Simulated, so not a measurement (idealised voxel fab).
Process module name: voxel self aligned vias
Displayed cross-section: cut, width of 180 nm, square cells sized 5 nm.
This document writes a cross-section as a grid whose cells are square, and gives it as bands, listed from the top down; one or more rows of cells form a band.
Quick guide to a band line: top height, bottom height (nm) up front; then every material left to right with its width in nm. Only one material and it's marked "throughout"? Then it fills the band edge to edge. And "blank" just means empty space.
Heights are measured from 0, the level below which the as-received wafer is all one material; the lowest band has no bottom and continues downward, written as in "z 0 and below".
Top row gets the first number, bottom row gets the second, and each row in between changes by the same step: that is how a band width like "30->40" works.
What does "remained the same" mean for a step? It means no cell of the cross-section changed in that step.
"Encapsulated voids" means: voids of 8 cells or more that are shut off from the top with no open way through. Written width x height at distance, distance from the left edge, in nm.
What comes after the settings on a step's line is commentary from the simulator itself on that step.
overlay nm: where the mask lay relative to plan, measured to the right, on steps with a mask; negatives go left.

The planned process steps are enumerated hereunder:
step 1: RECEIVE [material Si]
step 2: CONFORMAL_DEP [material SiO2] [thk nm 15]
step 3: CONFORMAL_DEP [material SiCN] [thk nm 5]
step 4: DIRECTIONAL_DEP [material lowk] [thk nm 25]
step 5: DIRECTIONAL_DEP [material aC] [thk nm 10]
step 6: PATTERN [tone open] [mask id LINES] [material resist] [width nm 20] [pitch nm 55] [thk nm 25] [overlay nm 0]
step 7: DIRECTIONAL_ETCH [etch materials aC] [depth nm 10]
step 8: STRIP [etch materials resist]
step 9: DIRECTIONAL_ETCH [etch materials lowk] [depth nm 25]
step 10: STRIP [etch materials aC]
step 11: CONFORMAL_DEP [material TiN] [thk nm 5]
step 12: FILL_DEP [material Ru] [thk nm 5]
step 13: CMP [height nm 45]
step 14: SELECTIVE_ETCH [etch materials W Ru TiN] [depth nm 5]
step 15: FILL_DEP [material SiN] [thk nm 10]
step 16: CMP [height nm 45]
step 17: DIRECTIONAL_DEP [material lowk] [thk nm 15]
step 18: PATTERN [tone open] [mask id VIAS] [material resist] [width nm 40] [pitch nm 55] [thk nm 15] [overlay nm 0]
step 19: DIRECTIONAL_ETCH [etch materials lowk] [depth nm 15]
step 20: DIRECTIONAL_ETCH [etch materials SiN] [depth nm 5]
step 21: STRIP [etch materials resist]
step 22: CONFORMAL_DEP [material TiN] [thk nm 5]
step 23: FILL_DEP [material W] [thk nm 10]
step 24: CMP [height nm 60]
step 25: CONFORMAL_DEP [material SiN] [thk nm 5]

This is the cross-section of the wafer as we received it, i.e. after step 1:
    z 0 and below | Si throughout
    Encapsulated voids: none

Looking at the first of two wafers in cross-section at end of module - ran to plan:
    z 65 to 60 | SiN throughout
    z 60 to 50 | lowk 15; TiN 5; W 30; TiN 5; lowk 15; TiN 5; W 30; TiN 5; lowk 15; TiN 5; W 30; TiN 5; lowk 15
    z 50 to 45 | lowk 15; TiN 15; W 10; TiN 15; lowk 15; TiN 15; W 10; TiN 15; lowk 15; TiN 15; W 10; TiN 15; lowk 15
    z 45 to 40 | lowk 25; TiN 20; lowk 35; TiN 20; lowk 35; TiN 20; lowk 25
    z 40 to 25 | lowk 25; TiN 5; Ru 10; TiN 5; lowk 35; TiN 5; Ru 10; TiN 5; lowk 35; TiN 5; Ru 10; TiN 5; lowk 25
    z 25 to 20 | lowk 25; TiN 20; lowk 35; TiN 20; lowk 35; TiN 20; lowk 25
    z 20 to 15 | SiCN throughout
    z 15 to 0 | SiO2 throughout
    z 0 and below | Si throughout
    Encapsulated voids: none

So this is wafer number two of the two, cut at the end of the module - it started where the first did and had the same plan, we just got one thing wrong running it:
    z 65 to 60 | SiN throughout
    z 60 to 50 | lowk 15; TiN 5; W 30; TiN 5; lowk 15; TiN 5; W 30; TiN 5; lowk 15; TiN 5; W 30; TiN 5; lowk 15
    z 50 to 45 | lowk 15; TiN 15; W 10; TiN 15; lowk 15; TiN 15; W 10; TiN 15; lowk 15; TiN 15; W 10; TiN 15; lowk 15
    z 45 to 35 | lowk 25; TiN 20; lowk 35; TiN 20; lowk 35; TiN 20; lowk 25
    z 35 to 30 | SiCN throughout
    z 30 to 0 | SiO2 throughout
    z 0 and below | Si throughout
    Encapsulated voids: none
Processing error: yeah, plan step 2 got run twice
The final cell counts differ between the wafers, with the second having more or fewer of some materials than the first: 18 fewer of Ru | 108 more of SiO2 | 18 fewer of TiN | 72 fewer of lowk
